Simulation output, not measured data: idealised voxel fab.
Herein follows the process module entitled voxel released beams.
We display cut, a cross-section 205 nm in width whose square cells are each 5 nm.
A cross-section is written here as square cells arranged in a grid, and it is given in bands from the top down, each band taking up one or more rows of cells. A band entry consists of two parts. The first gives the height of the band's top and the height of its bottom, in nm. The rest lists the band's materials from left to right, each with its width in nm. A single material labelled with the word "everywhere" fills the band from edge to edge, and the word "empty" marks empty space. The level at which height equals 0 is the one under which the wafer, as it arrives, is entirely one material. No lower edge exists for the bottom band, which continues downward and is notated as in "0 -> down". A width given as "30 to 40" starts at the first number in the band's top row and ends at the second number in its bottom row, shifting by an equal amount at every step from row to row. "remained the same", as given for a step, is the statement that not any cell of the cross-section underwent a change during that step. Closed-off voids: empty space of 8 cells or more with no open way to the top, each as width x height at its distance from the left edge, in nm. On each step's line, the part that comes after the settings is the simulator's own comment on the step. overlay nm: step with mask; distance mask lay right of planned place; negative value = left of planned place.
PROCESS STEPS FORESEEN IN THE PLAN
1. RECEIVE | material Si
2. CONFORMAL_DEP | material Al2O3 | thk nm 10
3. DIRECTIONAL_DEP | material SiO2 | thk nm 15
4. PATTERN | tone open | mask id ANCHOR | material resist | width nm 35 | thk nm 20 | overlay nm 0
5. DIRECTIONAL_ETCH | etch materials SiO2 | depth nm 15
6. STRIP | etch materials resist
7. CONFORMAL_DEP | material polySi | thk nm 10
8. DIRECTIONAL_DEP | material aC | thk nm 10
9. PATTERN | tone cover | mask id BEAM | material resist | width nm 100 | thk nm 30 | overlay nm 0
10. DIRECTIONAL_ETCH | etch materials aC | depth nm 10
11. STRIP | etch materials resist
12. DIRECTIONAL_ETCH | etch materials polySi | depth nm 10
13. STRIP | etch materials aC
14. STRIP | etch materials SiO2
FIRST OF THE TWO WAFERS, RUN PER PLAN
RECEIVED-STATE CROSS-SECTION, REFLECTING COMPLETION OF STEP 1
* 0 -> down | Si everywhere
* Closed-off voids: none
TAKE A LOOK AT THE WAFER'S CROSS-SECTION AFTER STEP 2
* 10 -> 0 | Al2O3 everywhere
* Everything below 0 is unchanged.
TAKE A LOOK AT THE WAFER'S CROSS-SECTION AFTER STEP 3
* 25 -> 10 | SiO2 everywhere
* Everything below 10 is unchanged.
TAKE A LOOK AT THE WAFER'S CROSS-SECTION AFTER STEP 4
* 45 -> 25 | resist 55, empty 35, resist 115
* Everything below 25 is unchanged.
TAKE A LOOK AT THE WAFER'S CROSS-SECTION AFTER STEP 5
* 45 -> 25 | resist 55, empty 35, resist 115
* 25 -> 10 | SiO2 55, empty 35, SiO2 115
* Everything below 10 is unchanged.
TAKE A LOOK AT THE WAFER'S CROSS-SECTION AFTER STEP 6
* 25 -> 10 | SiO2 55, empty 35, SiO2 115
* Everything below 10 is unchanged.
TAKE A LOOK AT THE WAFER'S CROSS-SECTION AFTER STEP 7
* 35 -> 25 | polySi 65, empty 15, polySi 125
* 25 -> 20 | SiO2 55, polySi 10, empty 15, polySi 10, SiO2 115
* 20 -> 10 | SiO2 55, polySi 35, SiO2 115
* Everything below 10 is unchanged.
TAKE A LOOK AT THE WAFER'S CROSS-SECTION AFTER STEP 8
* 45 -> 35 | aC 65, empty 15, aC 125
* 35 -> 30 | polySi 65, empty 15, polySi 125
* 30 -> 25 | polySi 65, aC 15, polySi 125
* 25 -> 20 | SiO2 55, polySi 10, aC 15, polySi 10, SiO2 115
* Everything below 20 is unchanged.
TAKE A LOOK AT THE WAFER'S CROSS-SECTION AFTER STEP 9
* 75 -> 45 | empty 50, resist 100, empty 55
* 45 -> 35 | aC 65, resist 15, aC 125
* 35 -> 30 | polySi 65, resist 15, polySi 125
* Everything below 30 is unchanged.
TAKE A LOOK AT THE WAFER'S CROSS-SECTION AFTER STEP 10
* 65 -> 45 | empty 50, resist 100, empty 55
* 45 -> 35 | empty 50, aC 15, resist 15, aC 70, empty 55
* Everything below 35 is unchanged.
TAKE A LOOK AT THE WAFER'S CROSS-SECTION AFTER STEP 11
* 45 -> 35 | empty 50, aC 15, empty 15, aC 70, empty 55
* 35 -> 30 | polySi 65, empty 15, polySi 125
* Everything below 30 is unchanged.
TAKE A LOOK AT THE WAFER'S CROSS-SECTION AFTER STEP 12
* 45 -> 35 | empty 50, aC 15, empty 15, aC 70, empty 55
* 35 -> 30 | empty 50, polySi 15, empty 15, polySi 70, empty 55
* 30 -> 25 | empty 50, polySi 15, aC 15, polySi 70, empty 55
* Everything below 25 is unchanged.
TAKE A LOOK AT THE WAFER'S CROSS-SECTION AFTER STEP 13
* 35 -> 25 | empty 50, polySi 15, empty 15, polySi 70, empty 55
* 25 -> 20 | SiO2 55, polySi 10, empty 15, polySi 10, SiO2 115
* Everything below 20 is unchanged.
TAKE A LOOK AT THE WAFER'S CROSS-SECTION AFTER STEP 14
* 35 -> 25 | empty 50, polySi 15, empty 15, polySi 70, empty 55
* 25 -> 20 | empty 55, polySi 10, empty 15, polySi 10, empty 115
* 20 -> 10 | empty 55, polySi 35, empty 115
* Everything below 10 is unchanged.
SECOND WAFER: LIKE START, LIKE PLAN, ONE MISTAKE. THROUGH STEP 1 IT MATCHES THE FIRST WAFER
when step 2 should have ended: remained the same
WHEN STEP 3 SHOULD HAVE ENDED
* 15 -> 0 | SiO2 everywhere
* Everything below 0 is unchanged.
WHEN STEP 4 SHOULD HAVE ENDED
* 35 -> 15 | resist 55, empty 35, resist 115
* Everything below 15 is unchanged.
WHEN STEP 5 SHOULD HAVE ENDED
* 35 -> 15 | resist 55, empty 35, resist 115
* 15 -> 0 | SiO2 55, empty 35, SiO2 115
* Everything below 0 is unchanged.
WHEN STEP 6 SHOULD HAVE ENDED
* 15 -> 0 | SiO2 55, empty 35, SiO2 115
* Everything below 0 is unchanged.
WHEN STEP 7 SHOULD HAVE ENDED
* 25 -> 15 | polySi 65, empty 15, polySi 125
* 15 -> 10 | SiO2 55, polySi 10, empty 15, polySi 10, SiO2 115
* 10 -> 0 | SiO2 55, polySi 35, SiO2 115
* Everything below 0 is unchanged.
WHEN STEP 8 SHOULD HAVE ENDED
* 35 -> 25 | aC 65, empty 15, aC 125
* 25 -> 20 | polySi 65, empty 15, polySi 125
* 20 -> 15 | polySi 65, aC 15, polySi 125
* 15 -> 10 | SiO2 55, polySi 10, aC 15, polySi 10, SiO2 115
* Everything below 10 is unchanged.
WHEN STEP 9 SHOULD HAVE ENDED
* 65 -> 35 | empty 50, resist 100, empty 55
* 35 -> 25 | aC 65, resist 15, aC 125
* 25 -> 20 | polySi 65, resist 15, polySi 125
* Everything below 20 is unchanged.
WHEN STEP 10 SHOULD HAVE ENDED
* 55 -> 35 | empty 50, resist 100, empty 55
* 35 -> 25 | empty 50, aC 15, resist 15, aC 70, empty 55
* Everything below 25 is unchanged.
WHEN STEP 11 SHOULD HAVE ENDED
* 35 -> 25 | empty 50, aC 15, empty 15, aC 70, empty 55
* 25 -> 20 | polySi 65, empty 15, polySi 125
* Everything below 20 is unchanged.
WHEN STEP 12 SHOULD HAVE ENDED
* 35 -> 25 | empty 50, aC 15, empty 15, aC 70, empty 55
* 25 -> 20 | empty 50, polySi 15, empty 15, polySi 70, empty 55
* 20 -> 15 | empty 50, polySi 15, aC 15, polySi 70, empty 55
* Everything below 15 is unchanged.
WHEN STEP 13 SHOULD HAVE ENDED
* 25 -> 15 | empty 50, polySi 15, empty 15, polySi 70, empty 55
* 15 -> 10 | SiO2 55, polySi 10, empty 15, polySi 10, SiO2 115
* Everything below 10 is unchanged.
WHEN STEP 14 SHOULD HAVE ENDED
* 25 -> 15 | empty 50, polySi 15, empty 15, polySi 70, empty 55
* 15 -> 10 | empty 55, polySi 10, empty 15, polySi 10, empty 115
* 10 -> 0 | empty 55, polySi 35, empty 115
* Everything below 0 is unchanged.
Heads up, the wafer didn't run the way we planned it: step 2 of the plan got skipped, so it never ran
End check, counted in cells, second wafer has more or fewer of these materials than the first: Al2O3: 82 fewer
